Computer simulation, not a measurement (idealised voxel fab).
The process module that follows is named voxel wiring stack.
Xsec cut, 255 nm wide, square cell size 5 nm.
In what follows, cross-sections appear as grids of square cells, described through bands that run from the top down, where every band is one or more rows of cells.
Band: top height; bottom height; in nm. Then, left to right: material with width in nm, for each material. "edge to edge": a single material spanning edge to edge. "blank": empty space.
Heights are expressed relative to 0, this being the level below which the as-received wafer comprises one material exclusively. The lowest band is unbounded in the downward direction and is denoted as in "0 down".
Per-row width for "30->40": begins at first number (top row of band), ends at second number (bottom row), increment between rows held constant.
"no change" -> step changed no cross-section cell.
Heads up: "Enclosed void listing" only lists the empty pockets with no open path to the top that are 8 cells or more, and it writes them as width x height at distance, distance from the left edge, in nm.
The remark found on a step's line after its settings is issued by the simulator itself and pertains to that step.
"overlay nm" on a masked step: distance the mask lay right of its planned place, negative for left.

## Intended process steps
1. RECEIVE (material Si)
2. CONFORMAL_DEP (material SiO2; thk nm 15)
3. CONFORMAL_DEP (material SiCN; thk nm 5)
4. DIRECTIONAL_DEP (material lowk; thk nm 15)
5. DIRECTIONAL_DEP (material aC; thk nm 15)
6. PATTERN (tone open; mask id METAL_1; material resist; width nm 25; pitch nm 50; thk nm 30; overlay nm 0)
7. DIRECTIONAL_ETCH (etch materials aC; depth nm 15)
8. STRIP (etch materials resist)
9. DIRECTIONAL_ETCH (etch materials lowk; depth nm 15)
10. DIRECTIONAL_ETCH (etch materials SiCN; depth nm 5)
11. STRIP (etch materials aC)
12. CONFORMAL_DEP (material TiN; thk nm 5)
13. FILL_DEP (material Cu; thk nm 5)
14. CMP (height nm 35)
15. CONFORMAL_DEP (material SiCN; thk nm 5)
16. DIRECTIONAL_DEP (material lowk; thk nm 15)
17. DIRECTIONAL_DEP (material aC; thk nm 15)
18. PATTERN (tone open; mask id PLUG_1; material resist; width nm 15; pitch nm 50; thk nm 35; overlay nm 0)
19. DIRECTIONAL_ETCH (etch materials aC; depth nm 15)
20. STRIP (etch materials resist)
21. DIRECTIONAL_ETCH (etch materials lowk; depth nm 15)
22. DIRECTIONAL_ETCH (etch materials SiCN; depth nm 5)
23. STRIP (etch materials aC)
24. EPI (material Ru; thk nm 10)
25. EPI (material Ru; thk nm 10)
26. CONFORMAL_DEP (material SiN; thk nm 5)
27. DIRECTIONAL_DEP (material lowk; thk nm 15)
28. MASKED_ETCH (tone open; mask id METAL_2; width nm 25; pitch nm 50; etch materials lowk; depth nm 15; overlay nm 0)
29. MASKED_ETCH (tone open; mask id METAL_2; width nm 25; pitch nm 50; etch materials SiN; depth nm 5; overlay nm 0)
30. CONFORMAL_DEP (material TiN; thk nm 5)
31. FILL_DEP (material W; thk nm 5)
32. CMP (height nm 75)
33. CONFORMAL_DEP (material SiCN; thk nm 5)
34. DIRECTIONAL_DEP (material SiO2; thk nm 15)
35. PATTERN (tone open; mask id PLUG_2; material resist; width nm 15; pitch nm 50; thk nm 15; overlay nm 0)
36. DIRECTIONAL_ETCH (etch materials SiO2; depth nm 15)
37. DIRECTIONAL_ETCH (etch materials SiCN; depth nm 5)
38. STRIP (etch materials resist)
39. EPI (material Ru; thk nm 10)
40. EPI (material Ru; thk nm 10)
41. DIRECTIONAL_DEP (material TiN; thk nm 5)
42. DIRECTIONAL_DEP (material W; thk nm 15)
43. DIRECTIONAL_DEP (material aC; thk nm 10)
44. PATTERN (tone cover; mask id METAL_3; material resist; width nm 25; pitch nm 50; thk nm 25; overlay nm 0)
45. DIRECTIONAL_ETCH (etch materials aC; depth nm 10)
46. STRIP (etch materials resist)
47. DIRECTIONAL_ETCH (etch materials W; depth nm 15)
48. DIRECTIONAL_ETCH (etch materials TiN; depth nm 5)
49. STRIP (etch materials aC)
50. CONFORMAL_DEP (material SiCN; thk nm 5)
51. FILL_DEP (material SiO2; thk nm 10)
52. CMP (height nm 115)
53. CONFORMAL_DEP (material SiCN; thk nm 5)

## Cross-section of the wafer at receipt, which is the condition after step 1
    0 down  Si edge to edge
    Enclosed void listing: none

## Cross-sectional result after module completion. Note: starting condition and plan are unchanged from above; one processing mistake was made
    120 to 115  SiCN edge to edge
    115 to 100  SiO2 85; SiCN 5; W 25; SiCN 5; SiO2 15; SiCN 5; W 25; SiCN 5; SiO2 85
    100 to 95  SiCN 90; TiN 25; SiCN 25; TiN 25; SiCN 90
    95 to 80  SiO2 90; Ru 15; SiO2 35; Ru 15; SiO2 100
    80 to 75  SiCN 90; Ru 15; SiCN 35; Ru 15; SiCN 100
    75 to 65  lowk 85; TiN 5; W 25; TiN 5; lowk 15; TiN 5; W 25; TiN 5; lowk 85
    65 to 60  lowk 85; TiN 10; W 15; TiN 10; lowk 15; TiN 10; W 15; TiN 10; lowk 85
    60 to 55  SiN 90; TiN 25; SiN 25; TiN 25; SiN 90
    55 to 40  lowk 90; Ru 15; lowk 35; Ru 15; lowk 100
    40 to 35  SiCN 90; Ru 15; SiCN 35; Ru 15; SiCN 100
    35 to 20  lowk 90; TiN 5; Cu 15; TiN 5; lowk 25; TiN 5; Cu 15; TiN 5; lowk 90
    20 to 15  SiCN 90; TiN 25; SiCN 25; TiN 25; SiCN 90
    15 to 0  SiO2 edge to edge
    0 down  Si edge to edge
    Enclosed void listing: none
Against the plan, the run slipped here: not per plan at step 28, really ran MASKED_ETCH (tone open; mask id METAL_2; width nm 35; pitch nm 50; etch materials lowk; depth nm 15; overlay nm 0)
